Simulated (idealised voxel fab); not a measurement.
The name of this process module is voxel wiring stack.
cross-section cut | 290 nm wide | cells 5 nm
Think of the cross-section as a grid of square cells. We describe it in bands, top to bottom, and each band covers one or more rows of those cells. Basically the band line says how high the top is and how high the bottom is, in nm, and then what's in it from left to right, every material with its width in nm. Empty space shows up as "empty", and if a single material carries "edge to edge" it runs the full band edge to edge. Zero point of the height axis is 0; under it, received wafer = one material. Lowest band: continues down indefinitely, "0 and below". A two-number width, for instance "30 to 40", indicates that the width is equal to the first number in the top row of the band and to the second number in the bottom row, and that it changes by a constant amount per row of cells. No cell of the cross-section changed in a step that is given as "nothing different". If an empty space has no open way to the top and is at least 8 cells in size, "Enclosed empty spaces" lists it, written width x height at distance, where distance is measured from the left edge and every value is in nm. Whatever follows a step's settings on its line is a remark the simulator itself makes about that step. "overlay nm" denotes, for a step that has a mask, the displacement of the mask to the right of its planned place, with negative values corresponding to the left.
-- So here's the lineup of process steps we planned
1) RECEIVE (material Si)
2) CONFORMAL_DEP (material SiO2; thk nm 15)
3) CONFORMAL_DEP (material SiN; thk nm 5)
4) DIRECTIONAL_DEP (material SiO2; thk nm 15)
5) PATTERN (tone open; mask id METAL_1; material resist; width nm 20; pitch nm 50; thk nm 20; overlay nm 0)
6) DIRECTIONAL_ETCH (etch materials SiO2; depth nm 15)
7) DIRECTIONAL_ETCH (etch materials SiN; depth nm 5)
8) STRIP (etch materials resist)
9) CONFORMAL_DEP (material TiN; thk nm 5)
10) FILL_DEP (material Cu; thk nm 5)
11) CMP (height nm 35)
12) CONFORMAL_DEP (material SiCN; thk nm 5)
13) DIRECTIONAL_DEP (material SiO2; thk nm 25)
14) DIRECTIONAL_DEP (material aC; thk nm 15)
15) PATTERN (tone open; mask id METAL_2_HOLES; material resist; width nm 15; pitch nm 100; thk nm 35; overlay nm 0)
16) DIRECTIONAL_ETCH (etch materials aC; depth nm 15)
17) STRIP (etch materials resist)
18) DIRECTIONAL_ETCH (etch materials SiO2; depth nm 25)
19) STRIP (etch materials aC)
20) PATTERN (tone open; mask id METAL_2; material resist; width nm 20; pitch nm 50; thk nm 15; overlay nm 0)
21) DIRECTIONAL_ETCH (etch materials SiO2; depth nm 15)
22) DIRECTIONAL_ETCH (etch materials SiCN; depth nm 5)
23) STRIP (etch materials resist)
24) CONFORMAL_DEP (material TiN; thk nm 5)
25) FILL_DEP (material Ru; thk nm 10)
26) CMP (height nm 65)
27) CONFORMAL_DEP (material SiCN; thk nm 5)
28) DIRECTIONAL_DEP (material lowk; thk nm 30)
29) PATTERN (tone open; mask id METAL_3_HOLES; material resist; width nm 15; pitch nm 100; thk nm 20; overlay nm 0)
30) DIRECTIONAL_ETCH (etch materials lowk; depth nm 30)
31) STRIP (etch materials resist)
32) MASKED_ETCH (tone open; mask id METAL_3; width nm 20; pitch nm 50; etch materials lowk; depth nm 20; overlay nm 0)
33) MASKED_ETCH (tone open; mask id METAL_3; width nm 20; pitch nm 50; etch materials SiCN; depth nm 5; overlay nm 0)
34) CONFORMAL_DEP (material TiN; thk nm 5)
35) FILL_DEP (material Ru; thk nm 10)
36) CMP (height nm 100)
37) CONFORMAL_DEP (material SiCN; thk nm 5)
38) DIRECTIONAL_DEP (material lowk; thk nm 10)
39) MASKED_ETCH (tone open; mask id PLUG_3; width nm 15; pitch nm 50; etch materials lowk; depth nm 10; overlay nm 0)
40) MASKED_ETCH (tone open; mask id PLUG_3; width nm 15; pitch nm 50; etch materials SiCN; depth nm 5; overlay nm 0)
41) EPI (material Ru; thk nm 10)
42) EPI (material Ru; thk nm 5)
43) CONFORMAL_DEP (material SiN; thk nm 5)
44) DIRECTIONAL_DEP (material lowk; thk nm 15)
45) DIRECTIONAL_DEP (material aC; thk nm 15)
46) PATTERN (tone open; mask id METAL_4; material resist; width nm 20; pitch nm 50; thk nm 35; overlay nm 0)
47) DIRECTIONAL_ETCH (etch materials aC; depth nm 15)
48) STRIP (etch materials resist)
49) DIRECTIONAL_ETCH (etch materials lowk; depth nm 15)
50) DIRECTIONAL_ETCH (etch materials SiN; depth nm 5)
51) STRIP (etch materials aC)
52) CONFORMAL_DEP (material TiN; thk nm 5)
53) FILL_DEP (material Ru; thk nm 5)
54) CMP (height nm 135)
55) EPI (material Ru; thk nm 5)
56) FILL_DEP (material SiCN; thk nm 5)
-- The first wafer of two, processed as planned
-- This is the cross-section of the wafer as we received it, i.e. after step 1
	0 and below  Si edge to edge
	Enclosed empty spaces: none
-- Step 2 complete: cross-section through the wafer
	15 down to 0  SiO2 edge to edge
	below 0: unchanged
-- Step 3 complete: cross-section through the wafer
	20 down to 15  SiN edge to edge
	below 15: unchanged
-- Step 4 complete: cross-section through the wafer
	35 down to 20  SiO2 edge to edge
	below 20: unchanged
-- Step 5 complete: cross-section through the wafer
	55 down to 35  85 nm resist  20 nm empty  30 nm resist  20 nm empty  30 nm resist  20 nm empty  85 nm resist
	below 35: unchanged
-- Step 6 complete: cross-section through the wafer
	55 down to 35  85 nm resist  20 nm empty  30 nm resist  20 nm empty  30 nm resist  20 nm empty  85 nm resist
	35 down to 20  85 nm SiO2  20 nm empty  30 nm SiO2  20 nm empty  30 nm SiO2  20 nm empty  85 nm SiO2
	below 20: unchanged
-- Step 7 complete: cross-section through the wafer
	55 down to 35  85 nm resist  20 nm empty  30 nm resist  20 nm empty  30 nm resist  20 nm empty  85 nm resist
	35 down to 20  85 nm SiO2  20 nm empty  30 nm SiO2  20 nm empty  30 nm SiO2  20 nm empty  85 nm SiO2
	20 down to 15  85 nm SiN  20 nm empty  30 nm SiN  20 nm empty  30 nm SiN  20 nm empty  85 nm SiN
	below 15: unchanged
-- Step 8 complete: cross-section through the wafer
	35 down to 20  85 nm SiO2  20 nm empty  30 nm SiO2  20 nm empty  30 nm SiO2  20 nm empty  85 nm SiO2
	below 20: unchanged
-- Step 9 complete: cross-section through the wafer
	40 down to 35  90 nm TiN  10 nm empty  40 nm TiN  10 nm empty  40 nm TiN  10 nm empty  90 nm TiN
	35 down to 20  85 nm SiO2  5 nm TiN  10 nm empty  5 nm TiN  30 nm SiO2  5 nm TiN  10 nm empty  5 nm TiN  30 nm SiO2  5 nm TiN  10 nm empty  5 nm TiN  85 nm SiO2
	20 down to 15  85 nm SiN  20 nm TiN  30 nm SiN  20 nm TiN  30 nm SiN  20 nm TiN  85 nm SiN
	below 15: unchanged
-- Step 10 complete: cross-section through the wafer
	45 down to 40  Cu edge to edge
	40 down to 35  90 nm TiN  10 nm Cu  40 nm TiN  10 nm Cu  40 nm TiN  10 nm Cu  90 nm TiN
	35 down to 20  85 nm SiO2  5 nm TiN  10 nm Cu  5 nm TiN  30 nm SiO2  5 nm TiN  10 nm Cu  5 nm TiN  30 nm SiO2  5 nm TiN  10 nm Cu  5 nm TiN  85 nm SiO2
	below 20: unchanged
-- Step 11 complete: cross-section through the wafer
	35 down to 20  85 nm SiO2  5 nm TiN  10 nm Cu  5 nm TiN  30 nm SiO2  5 nm TiN  10 nm Cu  5 nm TiN  30 nm SiO2  5 nm TiN  10 nm Cu  5 nm TiN  85 nm SiO2
	below 20: unchanged
-- Step 12 complete: cross-section through the wafer
	40 down to 35  SiCN edge to edge
	below 35: unchanged
-- Step 13 complete: cross-section through the wafer
	65 down to 40  SiO2 edge to edge
	below 40: unchanged
-- Step 14 complete: cross-section through the wafer
	80 down to 65  aC edge to edge
	below 65: unchanged
-- Step 15 complete: cross-section through the wafer
	115 down to 80  85 nm resist  15 nm empty  85 nm resist  15 nm empty  90 nm resist
	below 80: unchanged
-- Step 16 complete: cross-section through the wafer
	100 down to 80  85 nm resist  15 nm empty  85 nm resist  15 nm empty  90 nm resist
	80 down to 65  85 nm aC  15 nm empty  85 nm aC  15 nm empty  90 nm aC
	below 65: unchanged
-- Step 17 complete: cross-section through the wafer
	80 down to 65  85 nm aC  15 nm empty  85 nm aC  15 nm empty  90 nm aC
	below 65: unchanged
-- Step 18 complete: cross-section through the wafer
	80 down to 65  85 nm aC  15 nm empty  85 nm aC  15 nm empty  90 nm aC
	65 down to 40  85 nm SiO2  15 nm empty  85 nm SiO2  15 nm empty  90 nm SiO2
	below 40: unchanged
-- Step 19 complete: cross-section through the wafer
	65 down to 40  85 nm SiO2  15 nm empty  85 nm SiO2  15 nm empty  90 nm SiO2
	below 40: unchanged
-- Step 20 complete: cross-section through the wafer
	80 down to 65  85 nm resist  20 nm empty  30 nm resist  20 nm empty  30 nm resist  20 nm empty  85 nm resist
	below 65: unchanged
-- Step 21 complete: cross-section through the wafer
	80 down to 65  85 nm resist  20 nm empty  30 nm resist  20 nm empty  30 nm resist  20 nm empty  85 nm resist
	65 down to 50  85 nm SiO2  20 nm empty  30 nm SiO2  20 nm empty  30 nm SiO2  20 nm empty  85 nm SiO2
	below 50: unchanged
-- Step 22 complete: cross-section through the wafer
	80 down to 65  85 nm resist  20 nm empty  30 nm resist  20 nm empty  30 nm resist  20 nm empty  85 nm resist
	65 down to 50  85 nm SiO2  20 nm empty  30 nm SiO2  20 nm empty  30 nm SiO2  20 nm empty  85 nm SiO2
	50 down to 40  85 nm SiO2  15 nm empty  85 nm SiO2  15 nm empty  90 nm SiO2
	40 down to 35  85 nm SiCN  15 nm empty  85 nm SiCN  15 nm empty  90 nm SiCN
	below 35: unchanged
-- Step 23 complete: cross-section through the wafer
	65 down to 50  85 nm SiO2  20 nm empty  30 nm SiO2  20 nm empty  30 nm SiO2  20 nm empty  85 nm SiO2
	below 50: unchanged
-- Step 24 complete: cross-section through the wafer
	70 down to 65  90 nm TiN  10 nm empty  40 nm TiN  10 nm empty  40 nm TiN  10 nm empty  90 nm TiN
	65 down to 55  85 nm SiO2  5 nm TiN  10 nm empty  5 nm TiN  30 nm SiO2  5 nm TiN  10 nm empty  5 nm TiN  30 nm SiO2  5 nm TiN  10 nm empty  5 nm TiN  85 nm SiO2
	55 down to 50  85 nm SiO2  5 nm TiN  5 nm empty  10 nm TiN  30 nm SiO2  20 nm TiN  30 nm SiO2  5 nm TiN  5 nm empty  10 nm TiN  85 nm SiO2
	50 down to 40  85 nm SiO2  5 nm TiN  5 nm empty  5 nm TiN  85 nm SiO2  5 nm TiN  5 nm empty  5 nm TiN  90 nm SiO2
	40 down to 35  85 nm SiCN  15 nm TiN  85 nm SiCN  15 nm TiN  90 nm SiCN
	below 35: unchanged
-- Step 25 complete: cross-section through the wafer
	80 down to 70  Ru edge to edge
	70 down to 65  90 nm TiN  10 nm Ru  40 nm TiN  10 nm Ru  40 nm TiN  10 nm Ru  90 nm TiN
	65 down to 55  85 nm SiO2  5 nm TiN  10 nm Ru  5 nm TiN  30 nm SiO2  5 nm TiN  10 nm Ru  5 nm TiN  30 nm SiO2  5 nm TiN  10 nm Ru  5 nm TiN  85 nm SiO2
	55 down to 50  85 nm SiO2  5 nm TiN  5 nm Ru  10 nm TiN  30 nm SiO2  20 nm TiN  30 nm SiO2  5 nm TiN  5 nm Ru  10 nm TiN  85 nm SiO2
	50 down to 40  85 nm SiO2  5 nm TiN  5 nm Ru  5 nm TiN  85 nm SiO2  5 nm TiN  5 nm Ru  5 nm TiN  90 nm SiO2
	below 40: unchanged
-- Step 26 complete: cross-section through the wafer
	65 down to 55  85 nm SiO2  5 nm TiN  10 nm Ru  5 nm TiN  30 nm SiO2  5 nm TiN  10 nm Ru  5 nm TiN  30 nm SiO2  5 nm TiN  10 nm Ru  5 nm TiN  85 nm SiO2
	below 55: unchanged
-- Step 27 complete: cross-section through the wafer
	70 down to 65  SiCN edge to edge
	below 65: unchanged
-- Step 28 complete: cross-section through the wafer
	100 down to 70  lowk edge to edge
	below 70: unchanged
-- Step 29 complete: cross-section through the wafer
	120 down to 100  85 nm resist  15 nm empty  85 nm resist  15 nm empty  90 nm resist
	below 100: unchanged
-- Step 30 complete: cross-section through the wafer
	120 down to 100  85 nm resist  15 nm empty  85 nm resist  15 nm empty  90 nm resist
	100 down to 70  85 nm lowk  15 nm empty  85 nm lowk  15 nm empty  90 nm lowk
	below 70: unchanged
-- Step 31 complete: cross-section through the wafer
	100 down to 70  85 nm lowk  15 nm empty  85 nm lowk  15 nm empty  90 nm lowk
	below 70: unchanged
-- Step 32 complete: cross-section through the wafer
	100 down to 80  85 nm lowk  20 nm empty  30 nm lowk  20 nm empty  30 nm lowk  20 nm empty  85 nm lowk
	below 80: unchanged
-- Step 33 complete: cross-section through the wafer
	100 down to 80  85 nm lowk  20 nm empty  30 nm lowk  20 nm empty  30 nm lowk  20 nm empty  85 nm lowk
	80 down to 70  85 nm lowk  15 nm empty  85 nm lowk  15 nm empty  90 nm lowk
	70 down to 65  85 nm SiCN  15 nm empty  85 nm SiCN  15 nm empty  90 nm SiCN
	below 65: unchanged
-- Step 34 complete: cross-section through the wafer
	105 down to 100  90 nm TiN  10 nm empty  40 nm TiN  10 nm empty  40 nm TiN  10 nm empty  90 nm TiN
	100 down to 85  85 nm lowk  5 nm TiN  10 nm empty  5 nm TiN  30 nm lowk  5 nm TiN  10 nm empty  5 nm TiN  30 nm lowk  5 nm TiN  10 nm empty  5 nm TiN  85 nm lowk
	85 down to 80  85 nm lowk  5 nm TiN  5 nm empty  10 nm TiN  30 nm lowk  20 nm TiN  30 nm lowk  5 nm TiN  5 nm empty  10 nm TiN  85 nm lowk
	80 down to 70  85 nm lowk  5 nm TiN  5 nm empty  5 nm TiN  85 nm lowk  5 nm TiN  5 nm empty  5 nm TiN  90 nm lowk
	70 down to 65  85 nm SiCN  15 nm TiN  85 nm SiCN  15 nm TiN  90 nm SiCN
	below 65: unchanged
-- Step 35 complete: cross-section through the wafer
	115 down to 105  Ru edge to edge
	105 down to 100  90 nm TiN  10 nm Ru  40 nm TiN  10 nm Ru  40 nm TiN  10 nm Ru  90 nm TiN
	100 down to 85  85 nm lowk  5 nm TiN  10 nm Ru  5 nm TiN  30 nm lowk  5 nm TiN  10 nm Ru  5 nm TiN  30 nm lowk  5 nm TiN  10 nm Ru  5 nm TiN  85 nm lowk
	85 down to 80  85 nm lowk  5 nm TiN  5 nm Ru  10 nm TiN  30 nm lowk  20 nm TiN  30 nm lowk  5 nm TiN  5 nm Ru  10 nm TiN  85 nm lowk
	80 down to 70  85 nm lowk  5 nm TiN  5 nm Ru  5 nm TiN  85 nm lowk  5 nm TiN  5 nm Ru  5 nm TiN  90 nm lowk
	below 70: unchanged
-- Step 36 complete: cross-section through the wafer
	100 down to 85  85 nm lowk  5 nm TiN  10 nm Ru  5 nm TiN  30 nm lowk  5 nm TiN  10 nm Ru  5 nm TiN  30 nm lowk  5 nm TiN  10 nm Ru  5 nm TiN  85 nm lowk
	below 85: unchanged
-- Step 37 complete: cross-section through the wafer
	105 down to 100  SiCN edge to edge
	below 100: unchanged
-- Step 38 complete: cross-section through the wafer
	115 down to 105  lowk edge to edge
	below 105: unchanged
-- Step 39 complete: cross-section through the wafer
	115 down to 105  85 nm lowk  15 nm empty  35 nm lowk  15 nm empty  35 nm lowk  15 nm empty  90 nm lowk
	below 105: unchanged
-- Step 40 complete: cross-section through the wafer
	115 down to 105  85 nm lowk  15 nm empty  35 nm lowk  15 nm empty  35 nm lowk  15 nm empty  90 nm lowk
	105 down to 100  85 nm SiCN  15 nm empty  35 nm SiCN  15 nm empty  35 nm SiCN  15 nm empty  90 nm SiCN
	below 100: unchanged
-- Step 41 complete: cross-section through the wafer
	115 down to 110  85 nm lowk  15 nm empty  35 nm lowk  15 nm empty  35 nm lowk  15 nm empty  90 nm lowk
	110 down to 105  85 nm lowk  15 nm Ru  35 nm lowk  15 nm Ru  35 nm lowk  15 nm Ru  90 nm lowk
	105 down to 100  85 nm SiCN  15 nm Ru  35 nm SiCN  15 nm Ru  35 nm SiCN  15 nm Ru  90 nm SiCN
	below 100: unchanged
-- Step 42 complete: cross-section through the wafer
	115 down to 105  85 nm lowk  15 nm Ru  35 nm lowk  15 nm Ru  35 nm lowk  15 nm Ru  90 nm lowk
	below 105: unchanged
-- Step 43 complete: cross-section through the wafer
	120 down to 115  SiN edge to edge
	below 115: unchanged
-- Step 44 complete: cross-section through the wafer
	135 down to 120  lowk edge to edge
	below 120: unchanged
-- Step 45 complete: cross-section through the wafer
	150 down to 135  aC edge to edge
	below 135: unchanged
-- Step 46 complete: cross-section through the wafer
	185 down to 150  85 nm resist  20 nm empty  30 nm resist  20 nm empty  30 nm resist  20 nm empty  85 nm resist
	below 150: unchanged
-- Step 47 complete: cross-section through the wafer
	170 down to 150  85 nm resist  20 nm empty  30 nm resist  20 nm empty  30 nm resist  20 nm empty  85 nm resist
	150 down to 135  85 nm aC  20 nm empty  30 nm aC  20 nm empty  30 nm aC  20 nm empty  85 nm aC
	below 135: unchanged
-- Step 48 complete: cross-section through the wafer
	150 down to 135  85 nm aC  20 nm empty  30 nm aC  20 nm empty  30 nm aC  20 nm empty  85 nm aC
	below 135: unchanged
-- Step 49 complete: cross-section through the wafer
	150 down to 135  85 nm aC  20 nm empty  30 nm aC  20 nm empty  30 nm aC  20 nm empty  85 nm aC
	135 down to 120  85 nm lowk  20 nm empty  30 nm lowk  20 nm empty  30 nm lowk  20 nm empty  85 nm lowk
	below 120: unchanged
-- Step 50 complete: cross-section through the wafer
	150 down to 135  85 nm aC  20 nm empty  30 nm aC  20 nm empty  30 nm aC  20 nm empty  85 nm aC
	135 down to 120  85 nm lowk  20 nm empty  30 nm lowk  20 nm empty  30 nm lowk  20 nm empty  85 nm lowk
	120 down to 115  85 nm SiN  20 nm empty  30 nm SiN  20 nm empty  30 nm SiN  20 nm empty  85 nm SiN
	below 115: unchanged
-- Step 51 complete: cross-section through the wafer
	135 down to 120  85 nm lowk  20 nm empty  30 nm lowk  20 nm empty  30 nm lowk  20 nm empty  85 nm lowk
	below 120: unchanged
-- Step 52 complete: cross-section through the wafer
	140 down to 135  90 nm TiN  10 nm empty  40 nm TiN  10 nm empty  40 nm TiN  10 nm empty  90 nm TiN
	135 down to 120  85 nm lowk  5 nm TiN  10 nm empty  5 nm TiN  30 nm lowk  5 nm TiN  10 nm empty  5 nm TiN  30 nm lowk  5 nm TiN  10 nm empty  5 nm TiN  85 nm lowk
	120 down to 115  85 nm SiN  20 nm TiN  30 nm SiN  20 nm TiN  30 nm SiN  20 nm TiN  85 nm SiN
	below 115: unchanged
-- Step 53 complete: cross-section through the wafer
	145 down to 140  Ru edge to edge
	140 down to 135  90 nm TiN  10 nm Ru  40 nm TiN  10 nm Ru  40 nm TiN  10 nm Ru  90 nm TiN
	135 down to 120  85 nm lowk  5 nm TiN  10 nm Ru  5 nm TiN  30 nm lowk  5 nm TiN  10 nm Ru  5 nm TiN  30 nm lowk  5 nm TiN  10 nm Ru  5 nm TiN  85 nm lowk
	below 120: unchanged
-- Step 54 complete: cross-section through the wafer
	135 down to 120  85 nm lowk  5 nm TiN  10 nm Ru  5 nm TiN  30 nm lowk  5 nm TiN  10 nm Ru  5 nm TiN  30 nm lowk  5 nm TiN  10 nm Ru  5 nm TiN  85 nm lowk
	below 120: unchanged
-- Step 55 complete: cross-section through the wafer
	140 down to 135  80 nm empty  30 nm Ru  20 nm empty  30 nm Ru  20 nm empty  30 nm Ru  80 nm empty
	below 135: unchanged
-- Step 56 complete: cross-section through the wafer
	145 down to 140  SiCN edge to edge
	140 down to 135  80 nm SiCN  30 nm Ru  20 nm SiCN  30 nm Ru  20 nm SiCN  30 nm Ru  80 nm SiCN
	below 135: unchanged
-- Okay, second wafer. Nothing different at the start, nothing different in the plan, just one mistake somewhere in the running. As far as step 42, counting that step, it's the first wafer all over again
-- X-section, second wafer, when step 43 was due to finish
	130 down to 115  lowk edge to edge
	below 115: unchanged
-- X-section, second wafer, when step 44 was due to finish
	135 down to 130  SiN edge to edge
	below 130: unchanged
-- X-section, second wafer, when step 45 was due to finish
	150 down to 135  aC edge to edge
	below 135: unchanged
-- X-section, second wafer, when step 46 was due to finish
	185 down to 150  85 nm resist  20 nm empty  30 nm resist  20 nm empty  30 nm resist  20 nm empty  85 nm resist
	below 150: unchanged
-- X-section, second wafer, when step 47 was due to finish
	170 down to 150  85 nm resist  20 nm empty  30 nm resist  20 nm empty  30 nm resist  20 nm empty  85 nm resist
	150 down to 135  85 nm aC  20 nm empty  30 nm aC  20 nm empty  30 nm aC  20 nm empty  85 nm aC
	below 135: unchanged
-- X-section, second wafer, when step 48 was due to finish
	150 down to 135  85 nm aC  20 nm empty  30 nm aC  20 nm empty  30 nm aC  20 nm empty  85 nm aC
	below 135: unchanged
X-section, second wafer, when step 49 was due to finish: nothing different
-- X-section, second wafer, when step 50 was due to finish
	150 down to 135  85 nm aC  20 nm empty  30 nm aC  20 nm empty  30 nm aC  20 nm empty  85 nm aC
	135 down to 130  85 nm SiN  20 nm empty  30 nm SiN  20 nm empty  30 nm SiN  20 nm empty  85 nm SiN
	below 130: unchanged
-- X-section, second wafer, when step 51 was due to finish
	135 down to 130  85 nm SiN  20 nm empty  30 nm SiN  20 nm empty  30 nm SiN  20 nm empty  85 nm SiN
	below 130: unchanged
-- X-section, second wafer, when step 52 was due to finish
	140 down to 135  90 nm TiN  10 nm empty  40 nm TiN  10 nm empty  40 nm TiN  10 nm empty  90 nm TiN
	135 down to 130  85 nm SiN  20 nm TiN  30 nm SiN  20 nm TiN  30 nm SiN  20 nm TiN  85 nm SiN
	below 130: unchanged
-- X-section, second wafer, when step 53 was due to finish
	145 down to 140  Ru edge to edge
	140 down to 135  90 nm TiN  10 nm Ru  40 nm TiN  10 nm Ru  40 nm TiN  10 nm Ru  90 nm TiN
	below 135: unchanged
-- X-section, second wafer, when step 54 was due to finish
	135 down to 130  85 nm SiN  20 nm TiN  30 nm SiN  20 nm TiN  30 nm SiN  20 nm TiN  85 nm SiN
	below 130: unchanged
-- X-section, second wafer, when step 55 was due to finish
	140 down to 135  80 nm empty  30 nm Ru  20 nm empty  30 nm Ru  20 nm empty  30 nm Ru  80 nm empty
	below 135: unchanged
-- X-section, second wafer, when step 56 was due to finish
	145 down to 140  SiCN edge to edge
	140 down to 135  80 nm SiCN  30 nm Ru  20 nm SiCN  30 nm Ru  20 nm SiCN  30 nm Ru  80 nm SiCN
	below 135: unchanged
Which mistake was made when the wafer was run? it was found that steps 43 and 44 of the process plan had been performed in exchanged positions
Materials where the second wafer ends with more or fewer cells than the first: 18 fewer of Ru; 18 fewer of TiN; 36 more of lowk
